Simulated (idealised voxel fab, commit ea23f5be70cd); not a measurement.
This section sets out a process module, namely voxel quadruple lines.
For reference, the cross-section in this document is cut, with width 265 nm and square cells of 5 nm.
When this document writes out a cross-section, it uses a grid of square cells and lists it as bands, beginning at the top and moving down, with a band standing for one or more rows of cells.
This entry defines a band. It first specifies the height of the band's top and the height of its bottom in nm, and then specifies the band's materials from left to right, stating each material with its width in nm. The word "edge to edge" identifies a single material that fills the band from edge to edge, while the word "air" identifies empty space.
Heights are expressed relative to 0, this being the level below which the as-received wafer comprises one material exclusively. The lowest band is unbounded in the downward direction and is denoted as in "0 -> down".
A two-number width, for instance "30..40", indicates that the width is equal to the first number in the top row of the band and to the second number in the bottom row, and that it changes by a constant amount per row of cells.
When a step is marked "nothing was modified", none of the cells in the cross-section changed during that step.
Entry "Internal closed voids" = empty spaces >= 8 cells with no open way to the top; each as width x height at distance, distance from left edge, all nm.
If you see something after the settings on a step's line, that's the simulator's own remark about that step.
overlay nm: mask right of planned place by this much (step with mask). Neg. = left.
# Steps planned for the process
| 1 | RECEIVE [material Si] |
| 2 | CONFORMAL_DEP [material Al2O3] [thk nm 5] |
| 3 | DIRECTIONAL_DEP [material W] [thk nm 10] |
| 4 | DIRECTIONAL_DEP [material polySi] [thk nm 15] |
| 5 | DIRECTIONAL_DEP [material aC] [thk nm 20] |
| 6 | PATTERN [tone cover] [mask id MANDREL] [material resist] [width nm 20] [pitch nm 60] [thk nm 25] [overlay nm 0] |
| 7 | DIRECTIONAL_ETCH [etch materials aC] [depth nm 20] |
| 8 | STRIP [etch materials resist] |
| 9 | CONFORMAL_DEP [material SiO2] [thk nm 10] |
| 10 | DIRECTIONAL_ETCH [etch materials SiO2] [depth nm 10] |
| 11 | STRIP [etch materials aC] |
| 12 | DIRECTIONAL_ETCH [etch materials polySi] [depth nm 15] |
| 13 | STRIP [etch materials SiO2] |
| 14 | CONFORMAL_DEP [material SiN] [thk nm 5] |
| 15 | DIRECTIONAL_ETCH [etch materials SiN] [depth nm 5] |
| 16 | STRIP [etch materials polySi] |
| 17 | DIRECTIONAL_ETCH [etch materials W] [depth nm 10] |
| 18 | STRIP [etch materials SiN] |
| 19 | FILL_DEP [material SiO2] [thk nm 10] |
| 20 | CMP [height nm 15] |
# Wafer at receipt (post step 1), cross-section
0 -> down: Si edge to edge
Internal closed voids: none
# The first of the two wafers as seen in cross-section once the module was finished; processing followed the plan
15 -> 5: SiO2: 75 | W: 5 | SiO2: 10 | W: 5 | SiO2: 10 | W: 5 | SiO2: 10 | W: 5 | SiO2: 10 | W: 5 | SiO2: 10 | W: 5 | SiO2: 10 | W: 5 | SiO2: 10 | W: 5 | SiO2: 80
5 -> 0: Al2O3 edge to edge
0 -> down: Si edge to edge
Internal closed voids: none
# Here is the second of the two wafers cut open at the end of the module - same start, same plan as the first one, but we made one mistake running it
15 -> 5: SiO2: 75 | W: 5 | SiO2: 10 | W: 5 | SiO2: 10 | W: 5 | SiO2: 10 | W: 5 | SiO2: 10 | W: 5 | SiO2: 10 | W: 5 | SiO2: 10 | W: 5 | SiO2: 10 | W: 5 | SiO2: 80
5 -> 0: polySi edge to edge
0 -> down: Si edge to edge
Internal closed voids: none
Where did the run depart from the plan? step 2 ran as: CONFORMAL_DEP [material polySi] [thk nm 5]
The second wafer ends with more or fewer cells of some materials than the first, per final count: -53 Al2O3, +53 polySi
